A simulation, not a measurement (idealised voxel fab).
Process module name: voxel wiring stack
Cross-sectional view cut (width: 195 nm; square cell size: 5 nm).
In this document a cross-section is written as a grid of square cells. It is given as a series of bands, listed from the top down, and a band is one or more rows of cells.
Within each band entry, the heights of the top and of the bottom of the band appear first, in that order and in nm; the materials of the band then follow from left to right, each with its corresponding width in nm. The designation "throughout" on a single material indicates that it fills the band from edge to edge; the designation "blank" indicates empty space.
Height reference: 0 = level under which incoming wafer is all one material. Lowest band: no bottom, runs on downward, e.g. "0..down".
You'd read "30..40" like this: the band's top row of cells is as wide as the first number, its bottom row is as wide as the second, and going down, every row changes width by the same amount as the row before did.
"remained the same" for a step: no cell of the cross-section changed in that step.
The list in "Trapped void list" covers empty spaces of 8 cells or more that cannot reach the top through any open way, and it gives each as width x height at distance; the distance is from the left edge, and width, height and distance are in nm.
That trailing text on a step's line, after the settings, is the simulator's own remark on the step.
The optional step-line setting "overlay nm" applies to steps with a mask and quantifies how far to the right of its planned location the mask lay, a negative value indicating leftward placement.
The steps planned for the process are as follows
step 1: RECEIVE | material Si
step 2: CONFORMAL_DEP | material SiO2 | thk nm 10
step 3: DIRECTIONAL_DEP | material TiN | thk nm 5
step 4: DIRECTIONAL_DEP | material W | thk nm 20
step 5: MASKED_ETCH | tone cover | mask id METAL_1 | width nm 25 | pitch nm 40 | etch materials W | depth nm 20 | overlay nm 0
step 6: MASKED_ETCH | tone cover | mask id METAL_1 | width nm 25 | pitch nm 40 | etch materials TiN | depth nm 5 | overlay nm 0
step 7: CONFORMAL_DEP | material SiN | thk nm 5
step 8: FILL_DEP | material lowk | thk nm 5
step 9: CMP | height nm 35
step 10: CONFORMAL_DEP | material SiCN | thk nm 5
step 11: DIRECTIONAL_DEP | material lowk | thk nm 15
step 12: MASKED_ETCH | tone open | mask id PLUG_1 | width nm 15 | pitch nm 40 | etch materials lowk | depth nm 15 | overlay nm 0
step 13: MASKED_ETCH | tone open | mask id PLUG_1 | width nm 15 | pitch nm 40 | etch materials SiCN | depth nm 5 | overlay nm 0
step 14: EPI | material Ru | thk nm 10
step 15: EPI | material Ru | thk nm 10
step 16: CONFORMAL_DEP | material SiCN | thk nm 5
step 17: DIRECTIONAL_DEP | material SiO2 | thk nm 20
step 18: PATTERN | tone open | mask id METAL_2 | material resist | width nm 25 | pitch nm 40 | thk nm 20 | overlay nm 0
step 19: DIRECTIONAL_ETCH | etch materials SiO2 | depth nm 20
step 20: DIRECTIONAL_ETCH | etch materials SiCN | depth nm 5
step 21: STRIP | etch materials resist
step 22: CONFORMAL_DEP | material TiN | thk nm 5
step 23: FILL_DEP | material Ru | thk nm 5
step 24: CMP | height nm 80
step 25: CONFORMAL_DEP | material SiCN | thk nm 5
First of the two wafers, run per plan
Cross-section of the wafer as it came to us, i.e., already through step 1
    0..down  Si throughout
    Trapped void list: none
after step 2
    10..0  SiO2 throughout
    Lower than 0, everything is as it was.
after step 3
    15..10  TiN throughout
    Lower than 10, everything is as it was.
after step 4
    35..15  W throughout
    Lower than 15, everything is as it was.
after step 5
    35..15  blank=25 / W=25 / blank=15 / W=25 / blank=15 / W=25 / blank=15 / W=25 / blank=25
    Lower than 15, everything is as it was.
after step 6
    35..15  blank=25 / W=25 / blank=15 / W=25 / blank=15 / W=25 / blank=15 / W=25 / blank=25
    15..10  blank=25 / TiN=25 / blank=15 / TiN=25 / blank=15 / TiN=25 / blank=15 / TiN=25 / blank=25
    Lower than 10, everything is as it was.
after step 7
    40..35  blank=20 / SiN=35 / blank=5 / SiN=35 / blank=5 / SiN=35 / blank=5 / SiN=35 / blank=20
    35..15  blank=20 / SiN=5 / W=25 / SiN=5 / blank=5 / SiN=5 / W=25 / SiN=5 / blank=5 / SiN=5 / W=25 / SiN=5 / blank=5 / SiN=5 / W=25 / SiN=5 / blank=20
    15..10  SiN=25 / TiN=25 / SiN=15 / TiN=25 / SiN=15 / TiN=25 / SiN=15 / TiN=25 / SiN=25
    Lower than 10, everything is as it was.
after step 8
    45..40  lowk throughout
    40..35  lowk=20 / SiN=35 / lowk=5 / SiN=35 / lowk=5 / SiN=35 / lowk=5 / SiN=35 / lowk=20
    35..15  lowk=20 / SiN=5 / W=25 / SiN=5 / lowk=5 / SiN=5 / W=25 / SiN=5 / lowk=5 / SiN=5 / W=25 / SiN=5 / lowk=5 / SiN=5 / W=25 / SiN=5 / lowk=20
    Lower than 15, everything is as it was.
after step 9
    35..15  lowk=20 / SiN=5 / W=25 / SiN=5 / lowk=5 / SiN=5 / W=25 / SiN=5 / lowk=5 / SiN=5 / W=25 / SiN=5 / lowk=5 / SiN=5 / W=25 / SiN=5 / lowk=20
    Lower than 15, everything is as it was.
after step 10
    40..35  SiCN throughout
    Lower than 35, everything is as it was.
after step 11
    55..40  lowk throughout
    Lower than 40, everything is as it was.
after step 12
    55..40  lowk=25 / blank=15 / lowk=25 / blank=15 / lowk=25 / blank=15 / lowk=25 / blank=15 / lowk=35
    Lower than 40, everything is as it was.
after step 13
    55..40  lowk=25 / blank=15 / lowk=25 / blank=15 / lowk=25 / blank=15 / lowk=25 / blank=15 / lowk=35
    40..35  SiCN=25 / blank=15 / SiCN=25 / blank=15 / SiCN=25 / blank=15 / SiCN=25 / blank=15 / SiCN=35
    Lower than 35, everything is as it was.
after step 14
    55..45  lowk=25 / blank=15 / lowk=25 / blank=15 / lowk=25 / blank=15 / lowk=25 / blank=15 / lowk=35
    45..40  lowk=25 / Ru=15 / lowk=25 / Ru=15 / lowk=25 / Ru=15 / lowk=25 / Ru=15 / lowk=35
    40..35  SiCN=25 / Ru=15 / SiCN=25 / Ru=15 / SiCN=25 / Ru=15 / SiCN=25 / Ru=15 / SiCN=35
    Lower than 35, everything is as it was.
after step 15
    55..40  lowk=25 / Ru=15 / lowk=25 / Ru=15 / lowk=25 / Ru=15 / lowk=25 / Ru=15 / lowk=35
    Lower than 40, everything is as it was.
after step 16
    60..55  SiCN throughout
    Lower than 55, everything is as it was.
after step 17
    80..60  SiO2 throughout
    Lower than 60, everything is as it was.
after step 18
    100..80  resist=25 / blank=25 / resist=15 / blank=25 / resist=15 / blank=25 / resist=15 / blank=25 / resist=25
    Lower than 80, everything is as it was.
after step 19
    100..80  resist=25 / blank=25 / resist=15 / blank=25 / resist=15 / blank=25 / resist=15 / blank=25 / resist=25
    80..60  SiO2=25 / blank=25 / SiO2=15 / blank=25 / SiO2=15 / blank=25 / SiO2=15 / blank=25 / SiO2=25
    Lower than 60, everything is as it was.
after step 20
    100..80  resist=25 / blank=25 / resist=15 / blank=25 / resist=15 / blank=25 / resist=15 / blank=25 / resist=25
    80..60  SiO2=25 / blank=25 / SiO2=15 / blank=25 / SiO2=15 / blank=25 / SiO2=15 / blank=25 / SiO2=25
    60..55  SiCN=25 / blank=25 / SiCN=15 / blank=25 / SiCN=15 / blank=25 / SiCN=15 / blank=25 / SiCN=25
    Lower than 55, everything is as it was.
after step 21
    80..60  SiO2=25 / blank=25 / SiO2=15 / blank=25 / SiO2=15 / blank=25 / SiO2=15 / blank=25 / SiO2=25
    Lower than 60, everything is as it was.
after step 22
    85..80  TiN=30 / blank=15 / TiN=25 / blank=15 / TiN=25 / blank=15 / TiN=25 / blank=15 / TiN=30
    80..60  SiO2=25 / TiN=5 / blank=15 / TiN=5 / SiO2=15 / TiN=5 / blank=15 / TiN=5 / SiO2=15 / TiN=5 / blank=15 / TiN=5 / SiO2=15 / TiN=5 / blank=15 / TiN=5 / SiO2=25
    60..55  SiCN=25 / TiN=25 / SiCN=15 / TiN=25 / SiCN=15 / TiN=25 / SiCN=15 / TiN=25 / SiCN=25
    Lower than 55, everything is as it was.
after step 23
    90..85  Ru throughout
    85..80  TiN=30 / Ru=15 / TiN=25 / Ru=15 / TiN=25 / Ru=15 / TiN=25 / Ru=15 / TiN=30
    80..60  SiO2=25 / TiN=5 / Ru=15 / TiN=5 / SiO2=15 / TiN=5 / Ru=15 / TiN=5 / SiO2=15 / TiN=5 / Ru=15 / TiN=5 / SiO2=15 / TiN=5 / Ru=15 / TiN=5 / SiO2=25
    Lower than 60, everything is as it was.
after step 24
    80..60  SiO2=25 / TiN=5 / Ru=15 / TiN=5 / SiO2=15 / TiN=5 / Ru=15 / TiN=5 / SiO2=15 / TiN=5 / Ru=15 / TiN=5 / SiO2=15 / TiN=5 / Ru=15 / TiN=5 / SiO2=25
    Lower than 60, everything is as it was.
after step 25
    85..80  SiCN throughout
    Lower than 80, everything is as it was.
Second of two: same start, same plan, one run error; steps up to and including 11 match the first
Second wafer, section view, time point: scheduled end of step 12
    55..40  blank=25 / lowk=15 / blank=25 / lowk=15 / blank=25 / lowk=15 / blank=25 / lowk=15 / blank=35
    Lower than 40, everything is as it was.
Second wafer, section view, time point: scheduled end of step 13: remained the same
Second wafer, section view, time point: scheduled end of step 14: remained the same
Second wafer, section view, time point: scheduled end of step 15: remained the same
Second wafer, section view, time point: scheduled end of step 16
    60..55  blank=20 / SiCN=25 / blank=15 / SiCN=25 / blank=15 / SiCN=25 / blank=15 / SiCN=25 / blank=30
    55..45  blank=20 / SiCN=5 / lowk=15 / SiCN=5 / blank=15 / SiCN=5 / lowk=15 / SiCN=5 / blank=15 / SiCN=5 / lowk=15 / SiCN=5 / blank=15 / SiCN=5 / lowk=15 / SiCN=5 / blank=30
    45..40  SiCN=25 / lowk=15 / SiCN=25 / lowk=15 / SiCN=25 / lowk=15 / SiCN=25 / lowk=15 / SiCN=35
    Lower than 40, everything is as it was.
Second wafer, section view, time point: scheduled end of step 17
    80..65  blank=20 / SiO2=25 / blank=15 / SiO2=25 / blank=15 / SiO2=25 / blank=15 / SiO2=25 / blank=30
    65..60  SiO2 throughout
    60..55  SiO2=20 / SiCN=25 / SiO2=15 / SiCN=25 / SiO2=15 / SiCN=25 / SiO2=15 / SiCN=25 / SiO2=30
    55..45  SiO2=20 / SiCN=5 / lowk=15 / SiCN=5 / SiO2=15 / SiCN=5 / lowk=15 / SiCN=5 / SiO2=15 / SiCN=5 / lowk=15 / SiCN=5 / SiO2=15 / SiCN=5 / lowk=15 / SiCN=5 / SiO2=30
    Lower than 45, everything is as it was.
Second wafer, section view, time point: scheduled end of step 18
    100..80  resist=25 / blank=25 / resist=15 / blank=25 / resist=15 / blank=25 / resist=15 / blank=25 / resist=25
    80..65  resist=20 / SiO2=25 / blank=5 / resist=10 / SiO2=25 / blank=5 / resist=10 / SiO2=25 / blank=5 / resist=10 / SiO2=25 / blank=5 / resist=25
    Lower than 65, everything is as it was.
Second wafer, section view, time point: scheduled end of step 19
    100..80  resist=25 / blank=25 / resist=15 / blank=25 / resist=15 / blank=25 / resist=15 / blank=25 / resist=25
    80..65  resist=20 / SiO2=5 / blank=25 / resist=10 / SiO2=5 / blank=25 / resist=10 / SiO2=5 / blank=25 / resist=10 / SiO2=5 / blank=25 / resist=25
    65..60  SiO2=25 / blank=25 / SiO2=15 / blank=25 / SiO2=15 / blank=25 / SiO2=15 / blank=25 / SiO2=25
    60..55  SiO2=20 / SiCN=25 / blank=5 / SiO2=10 / SiCN=25 / blank=5 / SiO2=10 / SiCN=25 / blank=5 / SiO2=10 / SiCN=25 / blank=5 / SiO2=25
    55..45  SiO2=20 / SiCN=5 / lowk=15 / SiCN=5 / blank=5 / SiO2=10 / SiCN=5 / lowk=15 / SiCN=5 / blank=5 / SiO2=10 / SiCN=5 / lowk=15 / SiCN=5 / blank=5 / SiO2=10 / SiCN=5 / lowk=15 / SiCN=5 / blank=5 / SiO2=25
    Lower than 45, everything is as it was.
Second wafer, section view, time point: scheduled end of step 20
    100..80  resist=25 / blank=25 / resist=15 / blank=25 / resist=15 / blank=25 / resist=15 / blank=25 / resist=25
    80..65  resist=20 / SiO2=5 / blank=25 / resist=10 / SiO2=5 / blank=25 / resist=10 / SiO2=5 / blank=25 / resist=10 / SiO2=5 / blank=25 / resist=25
    65..60  SiO2=25 / blank=25 / SiO2=15 / blank=25 / SiO2=15 / blank=25 / SiO2=15 / blank=25 / SiO2=25
    60..55  SiO2=20 / SiCN=5 / blank=25 / SiO2=10 / SiCN=5 / blank=25 / SiO2=10 / SiCN=5 / blank=25 / SiO2=10 / SiCN=5 / blank=25 / SiO2=25
    55..45  SiO2=20 / SiCN=5 / lowk=15 / SiCN=5 / blank=5 / SiO2=10 / SiCN=5 / lowk=15 / SiCN=5 / blank=5 / SiO2=10 / SiCN=5 / lowk=15 / SiCN=5 / blank=5 / SiO2=10 / SiCN=5 / lowk=15 / SiCN=5 / blank=5 / SiO2=25
    45..40  SiCN=25 / lowk=15 / SiCN=5 / blank=5 / SiCN=15 / lowk=15 / SiCN=5 / blank=5 / SiCN=15 / lowk=15 / SiCN=5 / blank=5 / SiCN=15 / lowk=15 / SiCN=5 / blank=5 / SiCN=25
    Lower than 40, everything is as it was.
Second wafer, section view, time point: scheduled end of step 21
    80..65  blank=20 / SiO2=5 / blank=35 / SiO2=5 / blank=35 / SiO2=5 / blank=35 / SiO2=5 / blank=50
    Lower than 65, everything is as it was.
Second wafer, section view, time point: scheduled end of step 22
    85..80  blank=15 / TiN=15 / blank=25 / TiN=15 / blank=25 / TiN=15 / blank=25 / TiN=15 / blank=45
    80..70  blank=15 / TiN=5 / SiO2=5 / TiN=5 / blank=25 / TiN=5 / SiO2=5 / TiN=5 / blank=25 / TiN=5 / SiO2=5 / TiN=5 / blank=25 / TiN=5 / SiO2=5 / TiN=5 / blank=45
    70..65  TiN=20 / SiO2=5 / TiN=5 / blank=15 / TiN=15 / SiO2=5 / TiN=5 / blank=15 / TiN=15 / SiO2=5 / TiN=5 / blank=15 / TiN=15 / SiO2=5 / TiN=5 / blank=15 / TiN=30
    65..60  SiO2=25 / TiN=5 / blank=15 / TiN=5 / SiO2=15 / TiN=5 / blank=15 / TiN=5 / SiO2=15 / TiN=5 / blank=15 / TiN=5 / SiO2=15 / TiN=5 / blank=15 / TiN=5 / SiO2=25
    60..55  SiO2=20 / SiCN=5 / TiN=25 / SiO2=10 / SiCN=5 / TiN=25 / SiO2=10 / SiCN=5 / TiN=25 / SiO2=10 / SiCN=5 / TiN=25 / SiO2=25
    55..45  SiO2=20 / SiCN=5 / lowk=15 / SiCN=5 / TiN=5 / SiO2=10 / SiCN=5 / lowk=15 / SiCN=5 / TiN=5 / SiO2=10 / SiCN=5 / lowk=15 / SiCN=5 / TiN=5 / SiO2=10 / SiCN=5 / lowk=15 / SiCN=5 / TiN=5 / SiO2=25
    45..40  SiCN=25 / lowk=15 / SiCN=5 / TiN=5 / SiCN=15 / lowk=15 / SiCN=5 / TiN=5 / SiCN=15 / lowk=15 / SiCN=5 / TiN=5 / SiCN=15 / lowk=15 / SiCN=5 / TiN=5 / SiCN=25
    Lower than 40, everything is as it was.
Second wafer, section view, time point: scheduled end of step 23
    90..85  Ru throughout
    85..80  Ru=15 / TiN=15 / Ru=25 / TiN=15 / Ru=25 / TiN=15 / Ru=25 / TiN=15 / Ru=45
    80..70  Ru=15 / TiN=5 / SiO2=5 / TiN=5 / Ru=25 / TiN=5 / SiO2=5 / TiN=5 / Ru=25 / TiN=5 / SiO2=5 / TiN=5 / Ru=25 / TiN=5 / SiO2=5 / TiN=5 / Ru=45
    70..65  TiN=20 / SiO2=5 / TiN=5 / Ru=15 / TiN=15 / SiO2=5 / TiN=5 / Ru=15 / TiN=15 / SiO2=5 / TiN=5 / Ru=15 / TiN=15 / SiO2=5 / TiN=5 / Ru=15 / TiN=30
    65..60  SiO2=25 / TiN=5 / Ru=15 / TiN=5 / SiO2=15 / TiN=5 / Ru=15 / TiN=5 / SiO2=15 / TiN=5 / Ru=15 / TiN=5 / SiO2=15 / TiN=5 / Ru=15 / TiN=5 / SiO2=25
    Lower than 60, everything is as it was.
Second wafer, section view, time point: scheduled end of step 24
    80..70  Ru=15 / TiN=5 / SiO2=5 / TiN=5 / Ru=25 / TiN=5 / SiO2=5 / TiN=5 / Ru=25 / TiN=5 / SiO2=5 / TiN=5 / Ru=25 / TiN=5 / SiO2=5 / TiN=5 / Ru=45
    Lower than 70, everything is as it was.
Second wafer, section view, time point: scheduled end of step 25
    85..80  SiCN throughout
    Lower than 80, everything is as it was.
Deviation from plan: in deviation from the planned setting, step 12 was conducted as MASKED_ETCH | tone cover | mask id PLUG_1 | width nm 15 | pitch nm 40 | etch materials lowk | depth nm 15 | overlay nm 0
Upon completion, the second wafer contains, in terms of cells, a greater or smaller amount of certain materials than the first wafer: Ru: 18 fewer | SiCN: 36 more | TiN: 27 more | lowk: 45 fewer
